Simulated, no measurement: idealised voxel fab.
This is a process module. Its name is voxel ribs on slabs.
We display cut, a cross-section 270 nm in width whose square cells are each 5 nm.
Format of a cross-section: grid, square cells. Given as bands. Order: top down. Band: one or more rows of cells. Heads up on the band format: heights come first, top then bottom, in nm. After that it's the materials left to right, each with its width in nm. A single material flagged "all across" fills the whole band edge to edge, and "air" means there's empty space there. Ref level 0: as-received wafer is one material below here. Bottom band extends down with no lower bound ("0 -> down"). The width entry "30->40" should be interpreted row by row: the top row of cells in the band takes the first number, the bottom row takes the second number, and the change between adjacent rows is uniform throughout. No cell of the cross-section changed in a step that is given as "identical to before". Look at "Completely sealed voids" for the closed voids: empty spaces with no open path to the top, sized 8 cells or up. Each is width x height at distance, distance from the left edge, all nm. Read whatever lies past the settings on a step's line as the simulator's own remark about the step. Each step line may optionally specify "overlay nm", which for a step with a mask gives the rightward distance between the mask's planned place and where it lay, a negative value indicating the leftward direction.

List of planned process steps:
- 1: op RECEIVE | material Si
- 2: op DIRECTIONAL_DEP | material SiO2 | thk nm 20
- 3: op DIRECTIONAL_DEP | material SiN | thk nm 25
- 4: op MASKED_ETCH | tone cover | mask id RIB | width nm 25 | etch materials SiN | depth nm 5 | overlay nm 0
- 5: op MASKED_ETCH | tone cover | mask id SLAB | width nm 85 | etch materials SiN | depth nm 20 | overlay nm 0
- 6: op FILL_DEP | material SiO2 | thk nm 25
- 7: op CMP | height nm 60
- 8: op DIRECTIONAL_DEP | material W | thk nm 10
- 9: op DIRECTIONAL_DEP | material aC | thk nm 10
- 10: op PATTERN | tone cover | mask id HEATER | material resist | width nm 35 | thk nm 25 | overlay nm 0
- 11: op DIRECTIONAL_ETCH | etch materials aC | depth nm 10
- 12: op STRIP | etch materials resist
- 13: op DIRECTIONAL_ETCH | etch materials W | depth nm 10
- 14: op STRIP | etch materials aC
- 15: op CONFORMAL_DEP | material SiN | thk nm 5

What follows covers the first of two wafers; it ran as planned:

Step 1 complete: cross-section of the wafer as received:
0 -> down  Si all across
Completely sealed voids: none

Take a look at the wafer's cross-section after step 2:
20 -> 0  SiO2 all across
Note: structure below 0 unchanged.

Take a look at the wafer's cross-section after step 3:
45 -> 20  SiN all across
Note: structure below 20 unchanged.

Take a look at the wafer's cross-section after step 4:
45 -> 40  120 of air / 25 of SiN / 125 of air
Note: structure below 40 unchanged.

Take a look at the wafer's cross-section after step 5:
45 -> 40  120 of air / 25 of SiN / 125 of air
40 -> 20  90 of air / 85 of SiN / 95 of air
Note: structure below 20 unchanged.

Take a look at the wafer's cross-section after step 6:
70 -> 45  SiO2 all across
45 -> 40  120 of SiO2 / 25 of SiN / 125 of SiO2
40 -> 20  90 of SiO2 / 85 of SiN / 95 of SiO2
Note: structure below 20 unchanged.

Take a look at the wafer's cross-section after step 7:
60 -> 45  SiO2 all across
Note: structure below 45 unchanged.

Take a look at the wafer's cross-section after step 8:
70 -> 60  W all across
Note: structure below 60 unchanged.

Take a look at the wafer's cross-section after step 9:
80 -> 70  aC all across
Note: structure below 70 unchanged.

Take a look at the wafer's cross-section after step 10:
105 -> 80  115 of air / 35 of resist / 120 of air
Note: structure below 80 unchanged.

Take a look at the wafer's cross-section after step 11:
95 -> 80  115 of air / 35 of resist / 120 of air
80 -> 70  115 of air / 35 of aC / 120 of air
Note: structure below 70 unchanged.

Take a look at the wafer's cross-section after step 12:
80 -> 70  115 of air / 35 of aC / 120 of air
Note: structure below 70 unchanged.

Take a look at the wafer's cross-section after step 13:
80 -> 70  115 of air / 35 of aC / 120 of air
70 -> 60  115 of air / 35 of W / 120 of air
Note: structure below 60 unchanged.

Take a look at the wafer's cross-section after step 14:
70 -> 60  115 of air / 35 of W / 120 of air
Note: structure below 60 unchanged.

Take a look at the wafer's cross-section after step 15:
75 -> 70  110 of air / 45 of SiN / 115 of air
70 -> 65  110 of air / 5 of SiN / 35 of W / 5 of SiN / 115 of air
65 -> 60  115 of SiN / 35 of W / 120 of SiN
Note: structure below 60 unchanged.

Wafer two. Same start, same plan, one slip in execution. Same as wafer one through step 2, inclusive:

Cross-sectional representation of the second wafer at the time designated in the plan for the completion of step 3:
70 -> 20  SiN all across
Note: structure below 20 unchanged.

Cross-sectional representation of the second wafer at the time designated in the plan for the completion of step 4:
70 -> 65  120 of air / 25 of SiN / 125 of air
Note: structure below 65 unchanged.

Cross-sectional representation of the second wafer at the time designated in the plan for the completion of step 5:
70 -> 65  120 of air / 25 of SiN / 125 of air
65 -> 45  90 of air / 85 of SiN / 95 of air
Note: structure below 45 unchanged.

Cross-sectional representation of the second wafer at the time designated in the plan for the completion of step 6:
95 -> 70  SiO2 all across
70 -> 65  120 of SiO2 / 25 of SiN / 125 of SiO2
65 -> 45  90 of SiO2 / 85 of SiN / 95 of SiO2
Note: structure below 45 unchanged.

Cross-sectional representation of the second wafer at the time designated in the plan for the completion of step 7:
60 -> 45  90 of SiO2 / 85 of SiN / 95 of SiO2
Note: structure below 45 unchanged.

Cross-sectional representation of the second wafer at the time designated in the plan for the completion of step 8:
70 -> 60  W all across
Note: structure below 60 unchanged.

Cross-sectional representation of the second wafer at the time designated in the plan for the completion of step 9:
80 -> 70  aC all across
Note: structure below 70 unchanged.

Cross-sectional representation of the second wafer at the time designated in the plan for the completion of step 10:
105 -> 80  115 of air / 35 of resist / 120 of air
Note: structure below 80 unchanged.

Cross-sectional representation of the second wafer at the time designated in the plan for the completion of step 11:
95 -> 80  115 of air / 35 of resist / 120 of air
80 -> 70  115 of air / 35 of aC / 120 of air
Note: structure below 70 unchanged.

Cross-sectional representation of the second wafer at the time designated in the plan for the completion of step 12:
80 -> 70  115 of air / 35 of aC / 120 of air
Note: structure below 70 unchanged.

Cross-sectional representation of the second wafer at the time designated in the plan for the completion of step 13:
80 -> 70  115 of air / 35 of aC / 120 of air
70 -> 60  115 of air / 35 of W / 120 of air
Note: structure below 60 unchanged.

Cross-sectional representation of the second wafer at the time designated in the plan for the completion of step 14:
70 -> 60  115 of air / 35 of W / 120 of air
Note: structure below 60 unchanged.

Cross-sectional representation of the second wafer at the time designated in the plan for the completion of step 15:
75 -> 70  110 of air / 45 of SiN / 115 of air
70 -> 65  110 of air / 5 of SiN / 35 of W / 5 of SiN / 115 of air
65 -> 60  115 of SiN / 35 of W / 120 of SiN
Note: structure below 60 unchanged.
The mistake made against the process plan was this: yeah, plan step 3 got run twice
At the finish, the second wafer shows more or fewer cells for some materials than the first does: +248 SiN; -248 SiO2
